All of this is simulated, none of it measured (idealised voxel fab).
Proc. module: voxel transistor to metal
Section cut is 165 nm wide and gridded with 5 nm square cells.
How to read a cross-section here: the picture is a grid of square cells, written as bands going from the top down, and any band can span one or more rows of cells. A band entry consists of two parts. The first gives the height of the band's top and the height of its bottom, in nm. The rest lists the band's materials from left to right, each with its width in nm. A single material labelled with the word "everywhere" fills the band from edge to edge, and the word "air" marks empty space. Beneath 0, the wafer as received is one material, and that level is where height counting begins. The lowest band goes on downward without a bottom; it is written like "0 nm and below". Width spec "30->40" -> top row of cells at first value, bottom row at second value, equal per-row change in between. The cross-section has no changed cell in any step marked "remained the same". In the "Enclosed cavities" entry, you get each enclosed empty space of 8 cells or more, one with no open way to the top, written width x height at distance, distance from the left edge, in nm. Heads up: the bit after the settings on a step's line is the simulator's remark on that step. The line of a step may include "overlay nm". On a step with a mask, this value is how far to the right of its planned place the mask lay. A negative value means the mask lay to the left.
PROCESS STEPS - PLAN
1 op RECEIVE | material Si
2 op CONFORMAL_DEP | material SiO2 | thk nm 5
3 op CONFORMAL_DEP | material SiN | thk nm 10
4 op PATTERN | tone cover | mask id ACTIVE | material resist | width nm 105 | thk nm 15 | overlay nm 0
5 op DIRECTIONAL_ETCH | etch materials SiN | depth nm 10
6 op DIRECTIONAL_ETCH | etch materials SiO2 | depth nm 5
7 op DIRECTIONAL_ETCH | etch materials Si | depth nm 20
8 op STRIP | etch materials resist
9 op FILL_DEP | material SiO2 | thk nm 10
10 op CMP | height nm 15
11 op SELECTIVE_ETCH | etch materials SiO2 | depth nm 5
12 op STRIP | etch materials SiN
13 op SELECTIVE_ETCH | etch materials SiO2 | depth nm 5
14 op OXIDIZE | depth nm 5
15 op DIRECTIONAL_DEP | material polySi | thk nm 25
16 op DIRECTIONAL_DEP | material SiCN | thk nm 10
17 op DIRECTIONAL_DEP | material aC | thk nm 15
18 op PATTERN | tone cover | mask id GATE | material resist | width nm 15 | thk nm 30 | overlay nm 0
19 op DIRECTIONAL_ETCH | etch materials aC | depth nm 15
20 op STRIP | etch materials resist
21 op DIRECTIONAL_ETCH | etch materials SiCN | depth nm 20
22 op DIRECTIONAL_ETCH | etch materials polySi | depth nm 35
23 op STRIP | etch materials aC
24 op CONFORMAL_DEP | material SiO2 | thk nm 5
25 op DIRECTIONAL_ETCH | etch materials SiO2 | depth nm 5
26 op CONFORMAL_DEP | material SiN | thk nm 5
27 op DIRECTIONAL_ETCH | etch materials SiN | depth nm 5
28 op DIRECTIONAL_ETCH | etch materials SiO2 | depth nm 5
29 op EPI | material SiGe | thk nm 5
30 op FILL_DEP | material SiO2 | thk nm 10
31 op CMP | height nm 35
32 op DIRECTIONAL_DEP | material SiO2 | thk nm 10
33 op PATTERN | tone open | mask id CONTACT | material resist | width nm 20 | pitch nm 65 | thk nm 20 | overlay nm 0
34 op DIRECTIONAL_ETCH | etch materials SiO2 | depth nm 45
35 op STRIP | etch materials resist
36 op CONFORMAL_DEP | material TiN | thk nm 5
37 op FILL_DEP | material Ru | thk nm 5
38 op CMP | height nm 45
39 op DIRECTIONAL_DEP | material TiN | thk nm 5
40 op DIRECTIONAL_DEP | material W | thk nm 20
41 op MASKED_ETCH | tone cover | mask id METAL_1 | width nm 20 | pitch nm 65 | etch materials W | depth nm 20 | overlay nm 0
42 op MASKED_ETCH | tone cover | mask id METAL_1 | width nm 20 | pitch nm 65 | etch materials TiN | depth nm 5 | overlay nm 0
43 op CONFORMAL_DEP | material SiCN | thk nm 5
44 op FILL_DEP | material lowk | thk nm 10
45 op CMP | height nm 70
46 op CONFORMAL_DEP | material SiN | thk nm 5
THIS IS THE CROSS-SECTION OF THE WAFER AS WE RECEIVED IT, I.E. AFTER STEP 1
	0 nm and below | Si everywhere
	Enclosed cavities: none
STARTING STRUCTURE AND PROCESS PLAN ARE AS SHOWN ABOVE, BUT ONE MISTAKE WAS MADE IN RUNNING THE MODULE; THE WAFER CROSS-SECTION AT THE END OF THE MODULE FOLLOWS
	75 nm to 70 nm | SiN everywhere
	70 nm to 65 nm | SiCN: 40  TiN: 20  SiCN: 45  TiN: 20  SiCN: 40
	65 nm to 45 nm | W everywhere
	45 nm to 35 nm | SiO2: 40  TiN: 5  Ru: 10  TiN: 5  SiO2: 45  TiN: 5  Ru: 10  TiN: 5  SiO2: 40
	35 nm to 25 nm | SiO2: 40  TiN: 5  Ru: 10  TiN: 5  SiO2: 5  SiN: 5  SiO2: 5  SiCN: 15  SiO2: 5  SiN: 5  SiO2: 5  TiN: 5  Ru: 10  TiN: 5  SiO2: 40
	25 nm to 5 nm | SiO2: 40  TiN: 5  Ru: 10  TiN: 5  SiO2: 5  SiN: 5  SiO2: 5  polySi: 15  SiO2: 5  SiN: 5  SiO2: 5  TiN: 5  Ru: 10  TiN: 5  SiO2: 40
	5 nm to 0 nm | SiO2: 30  SiN: 5  SiO2: 5  TiN: 20  SiO2: 5  SiN: 5  SiO2: 5  polySi: 15  SiO2: 5  SiN: 5  SiO2: 5  TiN: 20  SiO2: 5  SiN: 5  SiO2: 30
	0 nm to -5 nm | SiO2: 35  SiGe: 30  SiO2: 35  SiGe: 30  SiO2: 35
	-5 nm to -20 nm | SiO2: 30  Si: 105  SiO2: 30
	-20 nm and below | Si everywhere
	Enclosed cavities: none
Short version of what went wrong: steps 39 and 40: order swapped relative to plan
